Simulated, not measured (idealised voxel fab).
This section sets out a process module, namely voxel capacitor over wiring.
Xsec cut, 215 nm wide, square cell size 5 nm.
Cross-section layout: square cells on a grid; listed as bands, top to bottom; a band spans one or more cell rows. Band: top height; bottom height; in nm. Then, left to right: material with width in nm, for each material. "everywhere": a single material spanning edge to edge. "blank": empty space. Below 0: as-received wafer, all one material; heights counted from there. Lowest band: no bottom, goes on down, written "from 0 down". Per-row width for "30->40": begins at first number (top row of band), ends at second number (bottom row), increment between rows held constant. "left unchanged" -> step changed no cross-section cell. Closed-off voids of 8+ cells (no open route to the top) go in "Enclosed cavity list", written width x height at distance from the left edge, in nm. If you see something after the settings on a step's line, that's the simulator's own remark about that step. "overlay nm" on a masked step: distance the mask lay right of its planned place, negative for left.

THE STEPS PLANNED FOR THE PROCESS ARE AS FOLLOWS
1. op RECEIVE | material Si
2. op CONFORMAL_DEP | material SiO2 | thk nm 15
3. op DIRECTIONAL_DEP | material TiN | thk nm 5
4. op DIRECTIONAL_DEP | material W | thk nm 15
5. op DIRECTIONAL_DEP | material aC | thk nm 15
6. op PATTERN | tone cover | mask id METAL_1 | material resist | width nm 20 | pitch nm 70 | thk nm 35 | overlay nm 0
7. op DIRECTIONAL_ETCH | etch materials aC | depth nm 15
8. op STRIP | etch materials resist
9. op DIRECTIONAL_ETCH | etch materials W | depth nm 15
10. op DIRECTIONAL_ETCH | etch materials TiN | depth nm 5
11. op STRIP | etch materials aC
12. op CONFORMAL_DEP | material SiN | thk nm 5
13. op FILL_DEP | material lowk | thk nm 10
14. op CMP | height nm 35
15. op CONFORMAL_DEP | material SiCN | thk nm 5
16. op DIRECTIONAL_DEP | material lowk | thk nm 20
17. op MASKED_ETCH | tone open | mask id PLUG_1 | width nm 15 | etch materials lowk | depth nm 20 | overlay nm 0
18. op MASKED_ETCH | tone open | mask id PLUG_1 | width nm 15 | etch materials SiCN | depth nm 5 | overlay nm 0
19. op CONFORMAL_DEP | material TiN | thk nm 5
20. op FILL_DEP | material Cu | thk nm 10
21. op CMP | height nm 60
22. op DIRECTIONAL_DEP | material TiN | thk nm 10
23. op DIRECTIONAL_DEP | material HfO2 | thk nm 5
24. op DIRECTIONAL_DEP | material TiN | thk nm 10
25. op PATTERN | tone cover | mask id UPPER_PLATE | material resist | width nm 55 | thk nm 15 | overlay nm 0
26. op DIRECTIONAL_ETCH | etch materials TiN | depth nm 10
27. op DIRECTIONAL_ETCH | etch materials HfO2 | depth nm 5
28. op STRIP | etch materials resist
29. op PATTERN | tone cover | mask id LOWER_PLATE | material resist | width nm 65 | thk nm 20 | overlay nm 0
30. op DIRECTIONAL_ETCH | etch materials TiN | depth nm 10
31. op STRIP | etch materials resist
32. op FILL_DEP | material SiO2 | thk nm 20
33. op CMP | height nm 100
34. op MASKED_ETCH | tone open | mask id PLUG_2 | width nm 15 | etch materials SiO2 | depth nm 15 | overlay nm 0
35. op CONFORMAL_DEP | material TiN | thk nm 5
36. op FILL_DEP | material Cu | thk nm 10
37. op CMP | height nm 100
38. op CONFORMAL_DEP | material SiN | thk nm 5

THE CROSS-SECTION HERE SHOWS THE WAFER AS RECEIVED, I.E. IN ITS STATE AFTER STEP 1
	from 0 down | Si everywhere
	Enclosed cavity list: none

LOOKING AT THE FIRST OF TWO WAFERS IN CROSS-SECTION AT END OF MODULE - RAN TO PLAN
	from 105 to 100 | SiN everywhere
	from 100 to 90 | SiO2: 75; TiN: 5; Cu: 5; TiN: 5; SiO2: 125
	from 90 to 85 | SiO2: 75; TiN: 15; SiO2: 125
	from 85 to 75 | SiO2: 65; TiN: 55; SiO2: 95
	from 75 to 70 | SiO2: 65; HfO2: 55; SiO2: 95
	from 70 to 60 | SiO2: 60; TiN: 65; SiO2: 90
	from 60 to 40 | lowk: 65; TiN: 5; Cu: 5; TiN: 5; lowk: 135
	from 40 to 35 | SiCN: 65; TiN: 15; SiCN: 135
	from 35 to 20 | lowk: 55; SiN: 5; W: 20; SiN: 5; lowk: 40; SiN: 5; W: 20; SiN: 5; lowk: 60
	from 20 to 15 | SiN: 60; TiN: 20; SiN: 50; TiN: 20; SiN: 65
	from 15 to 0 | SiO2 everywhere
	from 0 down | Si everywhere
	Enclosed cavity list: none

WAFER TWO CROSS-SECTION, MODULE END. START AND PLAN UNCHANGED FROM WAFER ONE; ONE MISTAKE MADE DURING THE RUN
	from 105 to 100 | SiN everywhere
	from 100 to 90 | SiO2: 75; TiN: 5; Cu: 5; TiN: 5; SiO2: 125
	from 90 to 85 | SiO2: 75; TiN: 15; SiO2: 125
	from 85 to 75 | SiO2: 65; TiN: 55; SiO2: 95
	from 75 to 70 | SiO2: 65; HfO2: 55; SiO2: 95
	from 70 to 60 | SiO2: 60; TiN: 65; SiO2: 90
	from 60 to 40 | lowk: 65; TiN: 5; Cu: 5; TiN: 5; lowk: 135
	from 40 to 35 | SiCN: 65; TiN: 15; SiCN: 135
	from 35 to 30 | SiN: 60; TiN: 20; SiN: 50; TiN: 20; SiN: 65
	from 30 to 0 | SiO2 everywhere
	from 0 down | Si everywhere
	Enclosed cavity list: none
Processing error: regarding the plan, step 2 was run twice
Final difference in cells, second wafer against first, listed per material as more or fewer: SiN -12, SiO2 +129, W -24, lowk -93
